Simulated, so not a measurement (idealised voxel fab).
The following is a process module called voxel tone inversion.
Square cells of 5 nm make up the cross-section cut, whose width is 205 nm.
Think of the cross-section as a grid of square cells. We describe it in bands, top to bottom, and each band covers one or more rows of those cells. This entry defines a band. It first specifies the height of the band's top and the height of its bottom in nm, and then specifies the band's materials from left to right, stating each material with its width in nm. The word "throughout" identifies a single material that fills the band from edge to edge, while the word "empty" identifies empty space. The reference from which all heights are counted is 0, the level beneath which the as-received wafer is entirely one material; the lowest band, having no lower bound, proceeds downward and is written after the example "0 nm and below". So if you see something like "30 to 40" for the width, read it as the top row of the band sitting at the first number and the bottom row at the second, with every row in between moving by the same amount as the last. A step reported as "nothing altered" is a step in which no cell of the cross-section changed. Look at "Unvented cavities" for the closed voids: empty spaces with no open path to the top, sized 8 cells or up. Each is width x height at distance, distance from the left edge, all nm. That trailing text on a step's line, after the settings, is the simulator's own remark on the step. For masked steps, "overlay nm" on the step line gives how far right of plan the mask actually lay; a minus sign means it lay to the left.

Process steps - plan:
- 1: RECEIVE with material Si
- 2: CONFORMAL_DEP with material SiCN, thk nm 10
- 3: DIRECTIONAL_DEP with material aC, thk nm 15
- 4: PATTERN with tone cover, mask id POSTS, material resist, width nm 25, pitch nm 45, thk nm 20, overlay nm -5
- 5: DIRECTIONAL_ETCH with etch materials aC, depth nm 15
- 6: STRIP with etch materials resist
- 7: FILL_DEP with material SiO2, thk nm 10
- 8: CMP with height nm 25
- 9: STRIP with etch materials aC
Heads up: all these wafers start the same, and what changes between them is the overlay nm in step 4. The value you see in the plan is just what the first wafer got.

As-received cross-section, first of several wafers, post step 1:
    0 nm and below = Si throughout
    Unvented cavities: none

First wafer of several, cross-section, module end, after step 9 (last):
    25 nm to 10 nm = 15 SiO2 | 25 empty | 20 SiO2 | 25 empty | 20 SiO2 | 25 empty | 20 SiO2 | 25 empty | 30 SiO2
    10 nm to 0 nm = SiCN throughout
    0 nm and below = Si throughout
    Unvented cavities: none

Last wafer of the set, cross-sectioned at end of module:
    25 nm to 10 nm = 30 SiO2 | 25 empty | 20 SiO2 | 25 empty | 20 SiO2 | 25 empty | 20 SiO2 | 25 empty | 15 SiO2
    10 nm to 0 nm = SiCN throughout
    0 nm and below = Si throughout
    Unvented cavities: none

Per wafer (row), end of module: delta in cells per material since receipt, (+) for gained, (-) for lost; closed voids after that:
overlay nm -5 | +82 SiCN | +63 SiO2 | Unvented cavities: none
overlay nm 0 | +82 SiCN | +63 SiO2 | Unvented cavities: none
overlay nm 5 | +82 SiCN | +63 SiO2 | Unvented cavities: none
overlay nm 10 | +82 SiCN | +63 SiO2 | Unvented cavities: none
